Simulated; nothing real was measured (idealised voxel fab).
Process module heading - voxel spacer lines
195 nm wide, 5 nm square cells: that's cross-section cut.
Square cells in a grid make up a cross-section in this document, and the grid is given as bands, listed from the top down, each one or more rows of cells.
For a band, the entry starts with two heights in nm, that of the top and then that of the bottom, and carries on with the band's materials in order from left to right, each alongside its width in nm; the word "edge to edge" beside a single material means it fills the band edge to edge, and "empty" means empty space.
Counting heights begins at 0, where everything beneath is, in the wafer as received, one material. The lowest band has no bottom; it goes on downwards, as "0 nm and below" shows.
Width: "30->40" (first number = top row, second number = bottom row, same change from row to row of cells).
Where a step carries "all unchanged", the cross-section came out of it unchanged, cell for cell.
The entry "Catalogued sealed voids" lists the empty spaces that cover at least 8 cells and have no open path to the top. Each is written as width x height at distance, where the distance is measured from the left edge and all three values are in nm.
Past the settings on a step's line: simulator remark, on that step.
overlay nm: for a step with a mask, the amount by which the mask lay right of where it was planned; a negative amount means left of it.
These are the steps we planned for the process
1. op RECEIVE | material Si
2. op CONFORMAL_DEP | material Al2O3 | thk nm 10
3. op DIRECTIONAL_DEP | material polySi | thk nm 10
4. op DIRECTIONAL_DEP | material aC | thk nm 25
5. op PATTERN | tone cover | mask id MANDREL | material resist | width nm 15 | pitch nm 50 | thk nm 35 | overlay nm 0
6. op DIRECTIONAL_ETCH | etch materials aC | depth nm 25
7. op STRIP | etch materials resist
8. op CONFORMAL_DEP | material SiO2 | thk nm 10
9. op DIRECTIONAL_ETCH | etch materials SiO2 | depth nm 10
10. op STRIP | etch materials aC
11. op DIRECTIONAL_ETCH | etch materials polySi | depth nm 10
12. op STRIP | etch materials SiO2
First wafer of two (run as planned)
Cross-section, incoming material, after step 1
	0 nm and below | Si edge to edge
	Catalogued sealed voids: none
The wafer in cross-section once step 2 is complete
	10 nm to 0 nm | Al2O3 edge to edge
	Under 0: no change, same as before.
The wafer in cross-section once step 3 is complete
	20 nm to 10 nm | polySi edge to edge
	Under 10: no change, same as before.
The wafer in cross-section once step 4 is complete
	45 nm to 20 nm | aC edge to edge
	Under 20: no change, same as before.
The wafer in cross-section once step 5 is complete
	80 nm to 45 nm | 40 nm empty, then 15 nm resist, then 35 nm empty, then 15 nm resist, then 35 nm empty, then 15 nm resist, then 40 nm empty
	Under 45: no change, same as before.
The wafer in cross-section once step 6 is complete
	55 nm to 45 nm | 40 nm empty, then 15 nm resist, then 35 nm empty, then 15 nm resist, then 35 nm empty, then 15 nm resist, then 40 nm empty
	45 nm to 20 nm | 40 nm empty, then 15 nm aC, then 35 nm empty, then 15 nm aC, then 35 nm empty, then 15 nm aC, then 40 nm empty
	Under 20: no change, same as before.
The wafer in cross-section once step 7 is complete
	45 nm to 20 nm | 40 nm empty, then 15 nm aC, then 35 nm empty, then 15 nm aC, then 35 nm empty, then 15 nm aC, then 40 nm empty
	Under 20: no change, same as before.
The wafer in cross-section once step 8 is complete
	55 nm to 45 nm | 30 nm empty, then 35 nm SiO2, then 15 nm empty, then 35 nm SiO2, then 15 nm empty, then 35 nm SiO2, then 30 nm empty
	45 nm to 30 nm | 30 nm empty, then 10 nm SiO2, then 15 nm aC, then 10 nm SiO2, then 15 nm empty, then 10 nm SiO2, then 15 nm aC, then 10 nm SiO2, then 15 nm empty, then 10 nm SiO2, then 15 nm aC, then 10 nm SiO2, then 30 nm empty
	30 nm to 20 nm | 40 nm SiO2, then 15 nm aC, then 35 nm SiO2, then 15 nm aC, then 35 nm SiO2, then 15 nm aC, then 40 nm SiO2
	Under 20: no change, same as before.
The wafer in cross-section once step 9 is complete
	45 nm to 20 nm | 30 nm empty, then 10 nm SiO2, then 15 nm aC, then 10 nm SiO2, then 15 nm empty, then 10 nm SiO2, then 15 nm aC, then 10 nm SiO2, then 15 nm empty, then 10 nm SiO2, then 15 nm aC, then 10 nm SiO2, then 30 nm empty
	Under 20: no change, same as before.
The wafer in cross-section once step 10 is complete
	45 nm to 20 nm | 30 nm empty, then 10 nm SiO2, then 15 nm empty, then 10 nm SiO2, then 15 nm empty, then 10 nm SiO2, then 15 nm empty, then 10 nm SiO2, then 15 nm empty, then 10 nm SiO2, then 15 nm empty, then 10 nm SiO2, then 30 nm empty
	Under 20: no change, same as before.
The wafer in cross-section once step 11 is complete
	45 nm to 20 nm | 30 nm empty, then 10 nm SiO2, then 15 nm empty, then 10 nm SiO2, then 15 nm empty, then 10 nm SiO2, then 15 nm empty, then 10 nm SiO2, then 15 nm empty, then 10 nm SiO2, then 15 nm empty, then 10 nm SiO2, then 30 nm empty
	20 nm to 10 nm | 30 nm empty, then 10 nm polySi, then 15 nm empty, then 10 nm polySi, then 15 nm empty, then 10 nm polySi, then 15 nm empty, then 10 nm polySi, then 15 nm empty, then 10 nm polySi, then 15 nm empty, then 10 nm polySi, then 30 nm empty
	Under 10: no change, same as before.
The wafer in cross-section once step 12 is complete
	20 nm to 10 nm | 30 nm empty, then 10 nm polySi, then 15 nm empty, then 10 nm polySi, then 15 nm empty, then 10 nm polySi, then 15 nm empty, then 10 nm polySi, then 15 nm empty, then 10 nm polySi, then 15 nm empty, then 10 nm polySi, then 30 nm empty
	Under 10: no change, same as before.
Wafer two: like wafer one in start and plan, but with one mistake in execution; identical up to and including step 4
Planned end of step 5: second wafer, cross-section
	80 nm to 45 nm | 40 nm empty, then 20 nm resist, then 30 nm empty, then 20 nm resist, then 30 nm empty, then 20 nm resist, then 35 nm empty
	Under 45: no change, same as before.
Planned end of step 6: second wafer, cross-section
	55 nm to 45 nm | 40 nm empty, then 20 nm resist, then 30 nm empty, then 20 nm resist, then 30 nm empty, then 20 nm resist, then 35 nm empty
	45 nm to 20 nm | 40 nm empty, then 20 nm aC, then 30 nm empty, then 20 nm aC, then 30 nm empty, then 20 nm aC, then 35 nm empty
	Under 20: no change, same as before.
Planned end of step 7: second wafer, cross-section
	45 nm to 20 nm | 40 nm empty, then 20 nm aC, then 30 nm empty, then 20 nm aC, then 30 nm empty, then 20 nm aC, then 35 nm empty
	Under 20: no change, same as before.
Planned end of step 8: second wafer, cross-section
	55 nm to 45 nm | 30 nm empty, then 40 nm SiO2, then 10 nm empty, then 40 nm SiO2, then 10 nm empty, then 40 nm SiO2, then 25 nm empty
	45 nm to 30 nm | 30 nm empty, then 10 nm SiO2, then 20 nm aC, then 10 nm SiO2, then 10 nm empty, then 10 nm SiO2, then 20 nm aC, then 10 nm SiO2, then 10 nm empty, then 10 nm SiO2, then 20 nm aC, then 10 nm SiO2, then 25 nm empty
	30 nm to 20 nm | 40 nm SiO2, then 20 nm aC, then 30 nm SiO2, then 20 nm aC, then 30 nm SiO2, then 20 nm aC, then 35 nm SiO2
	Under 20: no change, same as before.
Planned end of step 9: second wafer, cross-section
	45 nm to 20 nm | 30 nm empty, then 10 nm SiO2, then 20 nm aC, then 10 nm SiO2, then 10 nm empty, then 10 nm SiO2, then 20 nm aC, then 10 nm SiO2, then 10 nm empty, then 10 nm SiO2, then 20 nm aC, then 10 nm SiO2, then 25 nm empty
	Under 20: no change, same as before.
Planned end of step 10: second wafer, cross-section
	45 nm to 20 nm | 30 nm empty, then 10 nm SiO2, then 20 nm empty, then 10 nm SiO2, then 10 nm empty, then 10 nm SiO2, then 20 nm empty, then 10 nm SiO2, then 10 nm empty, then 10 nm SiO2, then 20 nm empty, then 10 nm SiO2, then 25 nm empty
	Under 20: no change, same as before.
Planned end of step 11: second wafer, cross-section
	45 nm to 20 nm | 30 nm empty, then 10 nm SiO2, then 20 nm empty, then 10 nm SiO2, then 10 nm empty, then 10 nm SiO2, then 20 nm empty, then 10 nm SiO2, then 10 nm empty, then 10 nm SiO2, then 20 nm empty, then 10 nm SiO2, then 25 nm empty
	20 nm to 10 nm | 30 nm empty, then 10 nm polySi, then 20 nm empty, then 10 nm polySi, then 10 nm empty, then 10 nm polySi, then 20 nm empty, then 10 nm polySi, then 10 nm empty, then 10 nm polySi, then 20 nm empty, then 10 nm polySi, then 25 nm empty
	Under 10: no change, same as before.
Planned end of step 12: second wafer, cross-section
	20 nm to 10 nm | 30 nm empty, then 10 nm polySi, then 20 nm empty, then 10 nm polySi, then 10 nm empty, then 10 nm polySi, then 20 nm empty, then 10 nm polySi, then 10 nm empty, then 10 nm polySi, then 20 nm empty, then 10 nm polySi, then 25 nm empty
	Under 10: no change, same as before.
Processing error: planned and actual differ for step 5; actual: op PATTERN | tone cover | mask id MANDREL | material resist | width nm 20 | pitch nm 50 | thk nm 35 | overlay nm 0
So at the finish, the second wafer's got exactly as many cells of each material as the first, just not in the same spots.
